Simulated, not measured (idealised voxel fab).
Module name: voxel trench capacitor (process module)
270 nm wide, 5 nm square cells: that's cross-section cut.
Think of the cross-section as a grid of square cells. We describe it in bands, top to bottom, and each band covers one or more rows of those cells.
Look at the band entry: it leads with the top's height and the bottom's height in nm. Then it lists the materials left to right, with a width in nm for each. The word "throughout" on a single material says that material fills the band edge to edge. The word "empty" is empty space.
Beneath 0, the wafer as received is one material, and that level is where height counting begins. The lowest band goes on downward without a bottom; it is written like "top 0, no bottom".
The notation "30..40" denotes a width that varies across the rows of cells in the band, beginning at the first number in the top row, finishing at the second number in the bottom row, and changing by an identical amount from each row to the next.
"no alterations made" -> step changed no cross-section cell.
"Sealed void inventory" lists enclosed empty spaces (at least 8 cells, no open path upward to the top), each as width x height at distance from the left edge, in nm.
It should be noted that, on the line of a given step, the content following the step's settings is a remark produced by the simulator itself with respect to that step.
Each step line may optionally specify "overlay nm", which for a step with a mask gives the rightward distance between the mask's planned place and where it lay, a negative value indicating the leftward direction.
STEPS IN THE PROCESS PLAN
| 1 | RECEIVE: material Si |
| 2 | CONFORMAL_DEP: material SiN, thk nm 10 |
| 3 | MASKED_ETCH: tone open, mask id TRENCH, width nm 30, pitch nm 60, etch materials SiN, depth nm 10, overlay nm 0 |
| 4 | MASKED_ETCH: tone open, mask id TRENCH, width nm 30, pitch nm 60, etch materials Si, depth nm 40, overlay nm 0 |
| 5 | CONFORMAL_DEP: material Al2O3, thk nm 5 |
| 6 | CONFORMAL_DEP: material TiN, thk nm 5 |
| 7 | FILL_DEP: material W, thk nm 5 |
| 8 | CMP: height nm 10 |
HERE'S WHAT THE WAFER LOOKED LIKE IN CROSS-SECTION WHEN IT ARRIVED - THAT'S AFTER STEP 1
top 0, no bottom: Si throughout
Sealed void inventory: none
FINAL WAFER PROFILE IN CROSS-SECTION AFTER THE MODULE, FROM THE SAME START AND PLAN AS ABOVE, WITH ONE MISTAKE MADE DURING PROCESSING
top 10, bottom 0: SiN 60 / TiN 10 / W 10 / TiN 10 / SiN 30 / TiN 10 / W 10 / TiN 10 / SiN 30 / TiN 10 / W 10 / TiN 10 / SiN 60
top 0, bottom -30: Si 60 / TiN 10 / W 10 / TiN 10 / Si 30 / TiN 10 / W 10 / TiN 10 / Si 30 / TiN 10 / W 10 / TiN 10 / Si 60
top -30, bottom -40: Si 60 / TiN 30 / Si 30 / TiN 30 / Si 30 / TiN 30 / Si 60
top -40, no bottom: Si throughout
Sealed void inventory: none
Here's what went sideways: it should be noted that step 5 was executed with settings other than those planned, the operation and settings actually applied being CONFORMAL_DEP: material TiN, thk nm 5
